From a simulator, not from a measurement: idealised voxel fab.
Process module heading - voxel transistor to metal
Cross-sectional view cut (width: 270 nm; square cell size: 5 nm).
In this document a cross-section is written as a grid of square cells. It is given as a series of bands, listed from the top down, and a band is one or more rows of cells. Within each band entry, the heights of the top and of the bottom of the band appear first, in that order and in nm; the materials of the band then follow from left to right, each with its corresponding width in nm. The designation "all across" on a single material indicates that it fills the band from edge to edge; the designation "empty" indicates empty space. All heights in this document are referenced to 0, defined as the level beneath which the wafer, as received, consists entirely of one material. The lowest band is not bounded below; it extends indefinitely downward and is written in the form "z 0 and below". Width spec "30->40" -> top row of cells at first value, bottom row at second value, equal per-row change in between. A step reported as "nothing changed" is a step in which no cell of the cross-section changed. "Cavities, closed": sealed empty spaces, 8 cells or more, no open way to top, listed width x height at distance, with distance from the left edge and width, height and distance in nm. That trailing text on a step's line, after the settings, is the simulator's own remark on the step. A step's line can hold "overlay nm"; with a mask on that step, the setting says how far right of the planned place the mask lay, while a negative setting says it lay to the left. If you're wondering how to read the rest of this, here's the deal. It's pairs of cross-sections: one from before a process step, one from after it. The after one is only drawn as far down as the lowest band that changed. Right under each pair you'll see which step sits between them and what its settings were. Don't read the pairs as one continuous story, though. They can come from different runs of this module on the same starting wafer, and a pair only carries on from the one above it where its entry headed "Pre-step snapshot" says so.
[Pre-step snapshot]
	z 115 to 100  25 of resist | 15 of empty | 115 of resist | 15 of empty | 100 of resist
	z 100 to 65  SiO2 all across
	z 65 to 60  SiCN all across
	z 60 to 45  25 of lowk | 5 of TiN | 5 of Cu | 5 of TiN | 60 of lowk | 5 of TiN | 5 of Cu | 5 of TiN | 40 of lowk | 5 of TiN | 5 of Cu | 5 of TiN | 60 of lowk | 5 of TiN | 5 of Cu | 5 of TiN | 25 of lowk
	z 45 to 40  25 of SiCN | 15 of TiN | 60 of SiCN | 15 of TiN | 40 of SiCN | 15 of TiN | 60 of SiCN | 15 of TiN | 25 of SiCN
	z 40 to 25  20 of SiO2 | 5 of TiN | 5 of Ru | 5 of TiN | 60 of SiO2 | 5 of TiN | 5 of Ru | 5 of TiN | 40 of SiO2 | 5 of TiN | 5 of Ru | 5 of TiN | 60 of SiO2 | 5 of TiN | 5 of Ru | 5 of TiN | 30 of SiO2
	z 25 to 10  20 of SiO2 | 5 of TiN | 5 of Ru | 5 of TiN | 10 of SiO2 | 10 of SiN | 5 of HfO2 | 5 of TiN | 10 of W | 5 of TiN | 5 of HfO2 | 10 of SiN | 5 of TiN | 5 of Ru | 5 of TiN | 40 of SiO2 | 5 of TiN | 5 of Ru | 5 of TiN | 10 of SiO2 | 10 of SiN | 5 of HfO2 | 5 of TiN | 10 of W | 5 of TiN | 5 of HfO2 | 10 of SiN | 5 of TiN | 5 of Ru | 5 of TiN | 30 of SiO2
	z 10 to 5  20 of SiO2 | 15 of TiN | 10 of SiO2 | 10 of SiN | 5 of HfO2 | 5 of TiN | 10 of W | 5 of TiN | 5 of HfO2 | 10 of SiN | 15 of TiN | 40 of SiO2 | 15 of TiN | 10 of SiO2 | 10 of SiN | 5 of HfO2 | 5 of TiN | 10 of W | 5 of TiN | 5 of HfO2 | 10 of SiN | 15 of TiN | 30 of SiO2
	z 5 to 0  15 of SiO2 | 10 of SiN | 10 of TiN | 10 of pSi | 10 of SiN | 5 of HfO2 | 20 of TiN | 5 of HfO2 | 10 of SiN | 10 of pSi | 5 of TiN | 5 of SiO2 | 10 of SiN | 20 of SiO2 | 10 of SiN | 10 of TiN | 10 of pSi | 10 of SiN | 5 of HfO2 | 20 of TiN | 5 of HfO2 | 10 of SiN | 10 of pSi | 5 of TiN | 5 of SiO2 | 10 of SiN | 15 of SiO2
	z 0 to -5  25 of SiO2 | 10 of TiN | 10 of pSi | 5 of SiO2 | 40 of HfO2 | 5 of SiO2 | 10 of pSi | 5 of TiN | 45 of SiO2 | 10 of TiN | 10 of pSi | 5 of SiO2 | 40 of HfO2 | 5 of SiO2 | 10 of pSi | 5 of TiN | 30 of SiO2
	z -5 to -15  25 of SiO2 | 20 of pSi | 50 of Si | 20 of pSi | 40 of SiO2 | 20 of pSi | 50 of Si | 20 of pSi | 25 of SiO2
	z -15 to -30  25 of SiO2 | 90 of Si | 40 of SiO2 | 90 of Si | 25 of SiO2
	z -30 and below  Si all across
	Cavities, closed: none
[Sectional View, Post-Process]
	z 115 to 100  25 of resist | 15 of empty | 115 of resist | 15 of empty | 100 of resist
	z 100 to 80  25 of SiO2 | 15 of empty | 115 of SiO2 | 15 of empty | 100 of SiO2
	Below 80 it's all the same as before, nothing changed down there.
	Cavities, closed: none
Which step turns the before cross-section above into the after cross-section? DIRECTIONAL_ETCH (etch materials SiO2; depth nm 20)
Pre-step snapshot: as shown after the step in the preceding pair, directly above.
[Sectional View, Post-Process]
	z 100 to 80  25 of SiO2 | 15 of empty | 115 of SiO2 | 15 of empty | 100 of SiO2
	Below 80 it's all the same as before, nothing changed down there.
	Cavities, closed: none
Which step turns the before cross-section above into the after cross-section? STRIP (etch materials resist)
Pre-step snapshot: as shown after the step in the preceding pair, directly above.
[Sectional View, Post-Process]
	z 110 to 100  25 of aC | 15 of empty | 115 of aC | 15 of empty | 100 of aC
	z 100 to 90  25 of SiO2 | 15 of empty | 115 of SiO2 | 15 of empty | 100 of SiO2
	z 90 to 80  25 of SiO2 | 15 of aC | 115 of SiO2 | 15 of aC | 100 of SiO2
	Below 80 it's all the same as before, nothing changed down there.
	Cavities, closed: none
Which step turns the before cross-section above into the after cross-section? DIRECTIONAL_DEP (material aC; thk nm 10)
Pre-step snapshot: as shown after the step in the preceding pair, directly above.
[Sectional View, Post-Process]
	z 140 to 110  25 of resist | 15 of empty | 115 of resist | 15 of empty | 100 of resist
	Below 110 it's all the same as before, nothing changed down there.
	Cavities, closed: none
Which step turns the before cross-section above into the after cross-section? PATTERN (tone open; mask id METAL_2_HOLES; material resist; width nm 15; pitch nm 130; thk nm 30; overlay nm 0)
Pre-step snapshot: as shown after the step in the preceding pair, directly above.
[Sectional View, Post-Process]
	z 130 to 110  25 of resist | 15 of empty | 115 of resist | 15 of empty | 100 of resist
	z 110 to 100  25 of aC | 15 of empty | 115 of aC | 15 of empty | 100 of aC
	z 100 to 80  25 of SiO2 | 15 of empty | 115 of SiO2 | 15 of empty | 100 of SiO2
	Below 80 it's all the same as before, nothing changed down there.
	Cavities, closed: none
Which step turns the before cross-section above into the after cross-section? DIRECTIONAL_ETCH (etch materials aC; depth nm 10)
Pre-step snapshot: as shown after the step in the preceding pair, directly above.
[Sectional View, Post-Process]
	z 110 to 100  25 of aC | 15 of empty | 115 of aC | 15 of empty | 100 of aC
	Below 100 it's all the same as before, nothing changed down there.
	Cavities, closed: none
Which step turns the before cross-section above into the after cross-section? STRIP (etch materials resist)
Pre-step snapshot: as shown after the step in the preceding pair, directly above.
[Sectional View, Post-Process]
	z 110 to 100  25 of aC | 15 of empty | 115 of aC | 15 of empty | 100 of aC
	z 100 to 65  25 of SiO2 | 15 of empty | 115 of SiO2 | 15 of empty | 100 of SiO2
	Below 65 it's all the same as before, nothing changed down there.
	Cavities, closed: none
Which step turns the before cross-section above into the after cross-section? DIRECTIONAL_ETCH (etch materials SiO2; depth nm 15)
Pre-step snapshot: as shown after the step in the preceding pair, directly above.
[Sectional View, Post-Process]
	z 110 to 100  25 of aC | 15 of empty | 115 of aC | 15 of empty | 100 of aC
	z 100 to 65  25 of SiO2 | 15 of empty | 115 of SiO2 | 15 of empty | 100 of SiO2
	z 65 to 60  25 of SiCN | 15 of empty | 115 of SiCN | 15 of empty | 100 of SiCN
	Below 60 it's all the same as before, nothing changed down there.
	Cavities, closed: none
Which step turns the before cross-section above into the after cross-section? DIRECTIONAL_ETCH (etch materials SiCN; depth nm 5)
Pre-step snapshot: as shown after the step in the preceding pair, directly above.
[Sectional View, Post-Process]
	z 100 to 65  25 of SiO2 | 15 of empty | 115 of SiO2 | 15 of empty | 100 of SiO2
	Below 65 it's all the same as before, nothing changed down there.
	Cavities, closed: none
Which step turns the before cross-section above into the after cross-section? STRIP (etch materials aC)
Pre-step snapshot: as shown after the step in the preceding pair, directly above.
[Sectional View, Post-Process]
	z 105 to 100  30 of TiN | 5 of empty | 125 of TiN | 5 of empty | 105 of TiN
	z 100 to 65  25 of SiO2 | 5 of TiN | 5 of empty | 5 of TiN | 115 of SiO2 | 5 of TiN | 5 of empty | 5 of TiN | 100 of SiO2
	z 65 to 60  25 of SiCN | 15 of TiN | 115 of SiCN | 15 of TiN | 100 of SiCN
	Below 60 it's all the same as before, nothing changed down there.
	Cavities, closed: none
Which step turns the before cross-section above into the after cross-section? CONFORMAL_DEP (material TiN; thk nm 5)
Pre-step snapshot: as shown after the step in the preceding pair, directly above.
[Sectional View, Post-Process]
	z 110 to 105  Ru all across
	z 105 to 100  30 of TiN | 5 of Ru | 125 of TiN | 5 of Ru | 105 of TiN
	z 100 to 65  25 of SiO2 | 5 of TiN | 5 of Ru | 5 of TiN | 115 of SiO2 | 5 of TiN | 5 of Ru | 5 of TiN | 100 of SiO2
	Below 65 it's all the same as before, nothing changed down there.
	Cavities, closed: none
Which step turns the before cross-section above into the after cross-section? FILL_DEP (material Ru; thk nm 5)
Pre-step snapshot: as shown after the step in the preceding pair, directly above.
[Sectional View, Post-Process]
	z 100 to 65  25 of SiO2 | 5 of TiN | 5 of Ru | 5 of TiN | 115 of SiO2 | 5 of TiN | 5 of Ru | 5 of TiN | 100 of SiO2
	Below 65 it's all the same as before, nothing changed down there.
	Cavities, closed: none
Which step turns the before cross-section above into the after cross-section? CMP (height nm 100)
Pre-step snapshot: as shown after the step in the preceding pair, directly above.
[Sectional View, Post-Process]
	z 105 to 100  SiN all across
	Below 100 it's all the same as before, nothing changed down there.
	Cavities, closed: none
Which step turns the before cross-section above into the after cross-section? CONFORMAL_DEP (material SiN; thk nm 5)
[Pre-step snapshot]
	z 100 to 65  25 of SiO2 | 5 of TiN | 5 of Ru | 5 of TiN | 115 of SiO2 | 5 of TiN | 5 of Ru | 5 of TiN | 100 of SiO2
	z 65 to 60  25 of SiCN | 15 of TiN | 115 of SiCN | 15 of TiN | 100 of SiCN
	z 60 to 45  25 of lowk | 5 of TiN | 5 of Cu | 5 of TiN | 60 of lowk | 5 of TiN | 5 of Cu | 5 of TiN | 40 of lowk | 5 of TiN | 5 of Cu | 5 of TiN | 60 of lowk | 5 of TiN | 5 of Cu | 5 of TiN | 25 of lowk
	z 45 to 40  25 of SiCN | 15 of TiN | 60 of SiCN | 15 of TiN | 40 of SiCN | 15 of TiN | 60 of SiCN | 15 of TiN | 25 of SiCN
	z 40 to 25  25 of SiO2 | 5 of TiN | 5 of Ru | 5 of TiN | 60 of SiO2 | 5 of TiN | 5 of Ru | 5 of TiN | 40 of SiO2 | 5 of TiN | 5 of Ru | 5 of TiN | 60 of SiO2 | 5 of TiN | 5 of Ru | 5 of TiN | 25 of SiO2
	z 25 to 10  25 of SiO2 | 5 of TiN | 5 of Ru | 5 of TiN | 5 of SiO2 | 10 of SiN | 5 of HfO2 | 5 of TiN | 10 of W | 5 of TiN | 5 of HfO2 | 10 of SiN | 5 of SiO2 | 5 of TiN | 5 of Ru | 5 of TiN | 40 of SiO2 | 5 of TiN | 5 of Ru | 5 of TiN | 5 of SiO2 | 10 of SiN | 5 of HfO2 | 5 of TiN | 10 of W | 5 of TiN | 5 of HfO2 | 10 of SiN | 5 of SiO2 | 5 of TiN | 5 of Ru | 5 of TiN | 25 of SiO2
	z 10 to 5  25 of SiO2 | 15 of TiN | 5 of SiO2 | 10 of SiN | 5 of HfO2 | 5 of TiN | 10 of W | 5 of TiN | 5 of HfO2 | 10 of SiN | 5 of SiO2 | 15 of TiN | 40 of SiO2 | 15 of TiN | 5 of SiO2 | 10 of SiN | 5 of HfO2 | 5 of TiN | 10 of W | 5 of TiN | 5 of HfO2 | 10 of SiN | 5 of SiO2 | 15 of TiN | 25 of SiO2
	z 5 to 0  15 of SiO2 | 10 of SiN | 10 of TiN | 10 of pSi | 10 of SiN | 5 of HfO2 | 20 of TiN | 5 of HfO2 | 10 of SiN | 10 of pSi | 10 of TiN | 10 of SiN | 20 of SiO2 | 10 of SiN | 10 of TiN | 10 of pSi | 10 of SiN | 5 of HfO2 | 20 of TiN | 5 of HfO2 | 10 of SiN | 10 of pSi | 10 of TiN | 10 of SiN | 15 of SiO2
	z 0 to -5  25 of SiO2 | 10 of TiN | 10 of pSi | 5 of SiO2 | 40 of HfO2 | 5 of SiO2 | 10 of pSi | 10 of TiN | 40 of SiO2 | 10 of TiN | 10 of pSi | 5 of SiO2 | 40 of HfO2 | 5 of SiO2 | 10 of pSi | 10 of TiN | 25 of SiO2
	z -5 to -15  25 of SiO2 | 20 of pSi | 50 of Si | 20 of pSi | 40 of SiO2 | 20 of pSi | 50 of Si | 20 of pSi | 25 of SiO2
	z -15 to -30  25 of SiO2 | 90 of Si | 40 of SiO2 | 90 of Si | 25 of SiO2
	z -30 and below  Si all across
	Cavities, closed: none
[Sectional View, Post-Process]
	z 105 to 100  TiN all across
	Below 100 it's all the same as before, nothing changed down there.
	Cavities, closed: none
Which step turns the before cross-section above into the after cross-section? CONFORMAL_DEP (material TiN; thk nm 5)
[Pre-step snapshot]
	z 60 to 45  lowk all across
	z 45 to 40  SiCN all across
	z 40 to 25  25 of SiO2 | 5 of TiN | 5 of Ru | 5 of TiN | 60 of SiO2 | 5 of TiN | 5 of Ru | 5 of TiN | 40 of SiO2 | 5 of TiN | 5 of Ru | 5 of TiN | 60 of SiO2 | 5 of TiN | 5 of Ru | 5 of TiN | 25 of SiO2
	z 25 to 10  25 of SiO2 | 5 of TiN | 5 of Ru | 5 of TiN | 5 of SiO2 | 10 of SiN | 5 of HfO2 | 5 of TiN | 10 of W | 5 of TiN | 5 of HfO2 | 10 of SiN | 5 of SiO2 | 5 of TiN | 5 of Ru | 5 of TiN | 40 of SiO2 | 5 of TiN | 5 of Ru | 5 of TiN | 5 of SiO2 | 10 of SiN | 5 of HfO2 | 5 of TiN | 10 of W | 5 of TiN | 5 of HfO2 | 10 of SiN | 5 of SiO2 | 5 of TiN | 5 of Ru | 5 of TiN | 25 of SiO2
	z 10 to 5  25 of SiO2 | 15 of TiN | 5 of SiO2 | 10 of SiN | 5 of HfO2 | 5 of TiN | 10 of W | 5 of TiN | 5 of HfO2 | 10 of SiN | 5 of SiO2 | 15 of TiN | 40 of SiO2 | 15 of TiN | 5 of SiO2 | 10 of SiN | 5 of HfO2 | 5 of TiN | 10 of W | 5 of TiN | 5 of HfO2 | 10 of SiN | 5 of SiO2 | 15 of TiN | 25 of SiO2
	z 5 to 0  15 of SiO2 | 10 of SiN | 10 of TiN | 10 of pSi | 10 of SiN | 5 of HfO2 | 20 of TiN | 5 of HfO2 | 10 of SiN | 10 of pSi | 10 of TiN | 10 of SiN | 20 of SiO2 | 10 of SiN | 10 of TiN | 10 of pSi | 10 of SiN | 5 of HfO2 | 20 of TiN | 5 of HfO2 | 10 of SiN | 10 of pSi | 10 of TiN | 10 of SiN | 15 of SiO2
	z 0 to -5  25 of SiO2 | 10 of TiN | 10 of pSi | 5 of SiO2 | 40 of HfO2 | 5 of SiO2 | 10 of pSi | 10 of TiN | 40 of SiO2 | 10 of TiN | 10 of pSi | 5 of SiO2 | 40 of HfO2 | 5 of SiO2 | 10 of pSi | 10 of TiN | 25 of SiO2
	z -5 to -15  25 of SiO2 | 20 of pSi | 50 of Si | 20 of pSi | 40 of SiO2 | 20 of pSi | 50 of Si | 20 of pSi | 25 of SiO2
	z -15 to -30  25 of SiO2 | 90 of Si | 40 of SiO2 | 90 of Si | 25 of SiO2
	z -30 and below  Si all across
	Cavities, closed: none
[Sectional View, Post-Process]
	z 60 to 45  25 of empty | 15 of lowk | 60 of empty | 15 of lowk | 40 of empty | 15 of lowk | 60 of empty | 15 of lowk | 25 of empty
	Below 45 it's all the same as before, nothing changed down there.
	Cavities, closed: none
Which step turns the before cross-section above into the after cross-section? MASKED_ETCH (tone cover; mask id METAL_1; width nm 15; etch materials lowk; depth nm 15; overlay nm 0)
Pre-step snapshot: as shown after the step in the preceding pair, directly above.
[Sectional View, Post-Process]
	z 65 to 60  20 of empty | 25 of TiN | 50 of empty | 25 of TiN | 30 of empty | 25 of TiN | 50 of empty | 25 of TiN | 20 of empty
	z 60 to 50  20 of empty | 5 of TiN | 15 of lowk | 5 of TiN | 50 of empty | 5 of TiN | 15 of lowk | 5 of TiN | 30 of empty | 5 of TiN | 15 of lowk | 5 of TiN | 50 of empty | 5 of TiN | 15 of lowk | 5 of TiN | 20 of empty
	z 50 to 45  25 of TiN | 15 of lowk | 60 of TiN | 15 of lowk | 40 of TiN | 15 of lowk | 60 of TiN | 15 of lowk | 25 of TiN
	Below 45 it's all the same as before, nothing changed down there.
	Cavities, closed: none
Which step turns the before cross-section above into the after cross-section? CONFORMAL_DEP (material TiN; thk nm 5)
Pre-step snapshot: as shown after the step in the preceding pair, directly above.
[Sectional View, Post-Process]
	z 70 to 65  Cu all across
	z 65 to 60  20 of Cu | 25 of TiN | 50 of Cu | 25 of TiN | 30 of Cu | 25 of TiN | 50 of Cu | 25 of TiN | 20 of Cu
	z 60 to 50  20 of Cu | 5 of TiN | 15 of lowk | 5 of TiN | 50 of Cu | 5 of TiN | 15 of lowk | 5 of TiN | 30 of Cu | 5 of TiN | 15 of lowk | 5 of TiN | 50 of Cu | 5 of TiN | 15 of lowk | 5 of TiN | 20 of Cu
	Below 50 it's all the same as before, nothing changed down there.
	Cavities, closed: none
Which step turns the before cross-section above into the after cross-section? FILL_DEP (material Cu; thk nm 5)
Pre-step snapshot: as shown after the step in the preceding pair, directly above.
[Sectional View, Post-Process]
	z 60 to 50  20 of Cu | 5 of TiN | 15 of lowk | 5 of TiN | 50 of Cu | 5 of TiN | 15 of lowk | 5 of TiN | 30 of Cu | 5 of TiN | 15 of lowk | 5 of TiN | 50 of Cu | 5 of TiN | 15 of lowk | 5 of TiN | 20 of Cu
	Below 50 it's all the same as before, nothing changed down there.
	Cavities, closed: none
Which step turns the before cross-section above into the after cross-section? CMP (height nm 60)
Pre-step snapshot: as shown after the step in the preceding pair, directly above.
[Sectional View, Post-Process]
	z 65 to 60  SiCN all across
	Below 60 it's all the same as before, nothing changed down there.
	Cavities, closed: none
Which step turns the before cross-section above into the after cross-section? CONFORMAL_DEP (material SiCN; thk nm 5)
Pre-step snapshot: as shown after the step in the preceding pair, directly above.
[Sectional View, Post-Process]
	z 100 to 65  SiO2 all across
	Below 65 it's all the same as before, nothing changed down there.
	Cavities, closed: none
Which step turns the before cross-section above into the after cross-section? DIRECTIONAL_DEP (material SiO2; thk nm 35)
Pre-step snapshot: as shown after the step in the preceding pair, directly above.
[Sectional View, Post-Process]
	z 115 to 100  25 of resist | 15 of empty | 115 of resist | 15 of empty | 100 of resist
	Below 100 it's all the same as before, nothing changed down there.
	Cavities, closed: none
Which step turns the before cross-section above into the after cross-section? PATTERN (tone open; mask id METAL_2; material resist; width nm 15; pitch nm 130; thk nm 15; overlay nm 0)
Pre-step snapshot: as shown after the step in the preceding pair, directly above.
[Sectional View, Post-Process]
	z 115 to 100  25 of resist | 15 of empty | 115 of resist | 15 of empty | 100 of resist
	z 100 to 80  25 of SiO2 | 15 of empty | 115 of SiO2 | 15 of empty | 100 of SiO2
	Below 80 it's all the same as before, nothing changed down there.
	Cavities, closed: none
Which step turns the before cross-section above into the after cross-section? DIRECTIONAL_ETCH (etch materials SiO2; depth nm 20)
Pre-step snapshot: as shown after the step in the preceding pair, directly above.
[Sectional View, Post-Process]
	z 100 to 80  25 of SiO2 | 15 of empty | 115 of SiO2 | 15 of empty | 100 of SiO2
	Below 80 it's all the same as before, nothing changed down there.
	Cavities, closed: none
Which step turns the before cross-section above into the after cross-section? STRIP (etch materials resist)
Pre-step snapshot: as shown after the step in the preceding pair, directly above.
[Sectional View, Post-Process]
	z 110 to 100  25 of aC | 15 of empty | 115 of aC | 15 of empty | 100 of aC
	z 100 to 90  25 of SiO2 | 15 of empty | 115 of SiO2 | 15 of empty | 100 of SiO2
	z 90 to 80  25 of SiO2 | 15 of aC | 115 of SiO2 | 15 of aC | 100 of SiO2
	Below 80 it's all the same as before, nothing changed down there.
	Cavities, closed: none
Which step turns the before cross-section above into the after cross-section? DIRECTIONAL_DEP (material aC; thk nm 10)
Pre-step snapshot: as shown after the step in the preceding pair, directly above.
[Sectional View, Post-Process]
	z 140 to 110  25 of resist | 15 of empty | 115 of resist | 15 of empty | 100 of resist
	Below 110 it's all the same as before, nothing changed down there.
	Cavities, closed: none
Which step turns the before cross-section above into the after cross-section? PATTERN (tone open; mask id METAL_2_HOLES; material resist; width nm 15; pitch nm 130; thk nm 30; overlay nm 0)
Pre-step snapshot: as shown after the step in the preceding pair, directly above.
[Sectional View, Post-Process]
	z 130 to 110  25 of resist | 15 of empty | 115 of resist | 15 of empty | 100 of resist
	z 110 to 100  25 of aC | 15 of empty | 115 of aC | 15 of empty | 100 of aC
	z 100 to 80  25 of SiO2 | 15 of empty | 115 of SiO2 | 15 of empty | 100 of SiO2
	Below 80 it's all the same as before, nothing changed down there.
	Cavities, closed: none
Which step turns the before cross-section above into the after cross-section? DIRECTIONAL_ETCH (etch materials aC; depth nm 10)
Pre-step snapshot: as shown after the step in the preceding pair, directly above.
[Sectional View, Post-Process]
	z 110 to 100  25 of aC | 15 of empty | 115 of aC | 15 of empty | 100 of aC
	Below 100 it's all the same as before, nothing changed down there.
	Cavities, closed: none
Which step turns the before cross-section above into the after cross-section? STRIP (etch materials resist)
Pre-step snapshot: as shown after the step in the preceding pair, directly above.
[Sectional View, Post-Process]
	z 110 to 100  25 of aC | 15 of empty | 115 of aC | 15 of empty | 100 of aC
	z 100 to 65  25 of SiO2 | 15 of empty | 115 of SiO2 | 15 of empty | 100 of SiO2
	Below 65 it's all the same as before, nothing changed down there.
	Cavities, closed: none
Which step turns the before cross-section above into the after cross-section? DIRECTIONAL_ETCH (etch materials SiO2; depth nm 15)
Pre-step snapshot: as shown after the step in the preceding pair, directly above.
[Sectional View, Post-Process]
	z 110 to 100  25 of aC | 15 of empty | 115 of aC | 15 of empty | 100 of aC
	z 100 to 65  25 of SiO2 | 15 of empty | 115 of SiO2 | 15 of empty | 100 of SiO2
	z 65 to 60  25 of SiCN | 15 of empty | 115 of SiCN | 15 of empty | 100 of SiCN
	Below 60 it's all the same as before, nothing changed down there.
	Cavities, closed: none
Which step turns the before cross-section above into the after cross-section? DIRECTIONAL_ETCH (etch materials SiCN; depth nm 5)
Pre-step snapshot: as shown after the step in the preceding pair, directly above.
[Sectional View, Post-Process]
	z 100 to 65  25 of SiO2 | 15 of empty | 115 of SiO2 | 15 of empty | 100 of SiO2
	Below 65 it's all the same as before, nothing changed down there.
	Cavities, closed: none
Which step turns the before cross-section above into the after cross-section? STRIP (etch materials aC)
Pre-step snapshot: as shown after the step in the preceding pair, directly above.
[Sectional View, Post-Process]
	z 105 to 100  30 of TiN | 5 of empty | 125 of TiN | 5 of empty | 105 of TiN
	z 100 to 65  25 of SiO2 | 5 of TiN | 5 of empty | 5 of TiN | 115 of SiO2 | 5 of TiN | 5 of empty | 5 of TiN | 100 of SiO2
	z 65 to 60  25 of SiCN | 15 of TiN | 115 of SiCN | 15 of TiN | 100 of SiCN
	Below 60 it's all the same as before, nothing changed down there.
	Cavities, closed: none
Which step turns the before cross-section above into the after cross-section? CONFORMAL_DEP (material TiN; thk nm 5)
Pre-step snapshot: as shown after the step in the preceding pair, directly above.
[Sectional View, Post-Process]
	z 110 to 105  Ru all across
	z 105 to 100  30 of TiN | 5 of Ru | 125 of TiN | 5 of Ru | 105 of TiN
	z 100 to 65  25 of SiO2 | 5 of TiN | 5 of Ru | 5 of TiN | 115 of SiO2 | 5 of TiN | 5 of Ru | 5 of TiN | 100 of SiO2
	Below 65 it's all the same as before, nothing changed down there.
	Cavities, closed: none
Which step turns the before cross-section above into the after cross-section? FILL_DEP (material Ru; thk nm 5)
Pre-step snapshot: as shown after the step in the preceding pair, directly above.
[Sectional View, Post-Process]
	z 100 to 65  25 of SiO2 | 5 of TiN | 5 of Ru | 5 of TiN | 115 of SiO2 | 5 of TiN | 5 of Ru | 5 of TiN | 100 of SiO2
	Below 65 it's all the same as before, nothing changed down there.
	Cavities, closed: none
Which step turns the before cross-section above into the after cross-section? CMP (height nm 100)
Pre-step snapshot: as shown after the step in the preceding pair, directly above.
[Sectional View, Post-Process]
	z 105 to 100  SiN all across
	Below 100 it's all the same as before, nothing changed down there.
	Cavities, closed: none
Which step turns the before cross-section above into the after cross-section? CONFORMAL_DEP (material SiN; thk nm 5)
